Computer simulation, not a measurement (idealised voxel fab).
The following is a process module called voxel trench capacitor.
Square cells of 5 nm make up the cross-section cut, whose width is 160 nm.
Just so we're on the same page, the cross-sections are grids of square cells, and they're listed out in bands top to bottom, each band one or more rows deep.
Heights first: top, then bottom, in nm. Then materials, left to right, each with a width in nm. "throughout" on a single material: fills the band edge to edge. "air": empty space.
Height datum 0, below which the as-received substrate wafer is one material. Lowest band open at the bottom, running downward: "0 nm and below".
A width such as "30 to 40" changes by the same amount from each row of cells to the next, from the band's top row to its bottom row.
"nothing got changed", as given for a step, is the statement that not any cell of the cross-section underwent a change during that step.
You'll see "Closed void table" listing empty spaces that have no way open to the top, as long as they're 8 cells or more; the notation is width x height at distance, where the distance is from the left edge, and all of it is in nm.
Note: text after step settings on the step line = simulator remark on that step.
The "overlay nm" setting may appear on a step's line; for a step that uses a mask, it gives how far to the right of its planned position the mask lay, and a negative value indicates the left.

Below is the list of planned process steps:
- 1: op RECEIVE | material Si
- 2: op CONFORMAL_DEP | material SiN | thk nm 5
- 3: op DIRECTIONAL_DEP | material aC | thk nm 15
- 4: op PATTERN | tone open | mask id TRENCH | material resist | width nm 20 | pitch nm 40 | thk nm 35 | overlay nm 0
- 5: op DIRECTIONAL_ETCH | etch materials aC | depth nm 15
- 6: op STRIP | etch materials resist
- 7: op DIRECTIONAL_ETCH | etch materials SiN | depth nm 5
- 8: op DIRECTIONAL_ETCH | etch materials Si | depth nm 30
- 9: op STRIP | etch materials aC
- 10: op CONFORMAL_DEP | material SiO2 | thk nm 5
- 11: op FILL_DEP | material polySi | thk nm 10
- 12: op CMP | height nm 5

As received, after step 1:
    0 nm and below: Si throughout
    Closed void table: none

Sectioned view, first of two wafers, at the close of the module, processed as intended in the plan:
    5 nm to 0 nm: 30 of SiN; 5 of SiO2; 10 of polySi; 5 of SiO2; 20 of SiN; 5 of SiO2; 10 of polySi; 5 of SiO2; 20 of SiN; 5 of SiO2; 10 of polySi; 5 of SiO2; 30 of SiN
    0 nm to -25 nm: 30 of Si; 5 of SiO2; 10 of polySi; 5 of SiO2; 20 of Si; 5 of SiO2; 10 of polySi; 5 of SiO2; 20 of Si; 5 of SiO2; 10 of polySi; 5 of SiO2; 30 of Si
    -25 nm to -30 nm: 30 of Si; 20 of SiO2; 20 of Si; 20 of SiO2; 20 of Si; 20 of SiO2; 30 of Si
    -30 nm and below: Si throughout
    Closed void table: none

Here is the second of the two wafers cut open at the end of the module - same start, same plan as the first one, but we made one mistake running it:
    5 nm to 0 nm: 30 of SiN; 5 of SiO2; 10 of polySi; 5 of SiO2; 20 of SiN; 5 of SiO2; 10 of polySi; 5 of SiO2; 20 of SiN; 5 of SiO2; 10 of polySi; 5 of SiO2; 30 of SiN
    0 nm to -55 nm: 30 of Si; 5 of SiO2; 10 of polySi; 5 of SiO2; 20 of Si; 5 of SiO2; 10 of polySi; 5 of SiO2; 20 of Si; 5 of SiO2; 10 of polySi; 5 of SiO2; 30 of Si
    -55 nm to -60 nm: 30 of Si; 20 of SiO2; 20 of Si; 20 of SiO2; 20 of Si; 20 of SiO2; 30 of Si
    -60 nm and below: Si throughout
    Closed void table: none
It is concluded that the wafer was processed incorrectly with respect to the plan, in that plan step 8 was twice executed
Wafer comparison, final, in cells, second relative to first, materials more or fewer: 72 fewer of Si | 36 more of SiO2 | 36 more of polySi
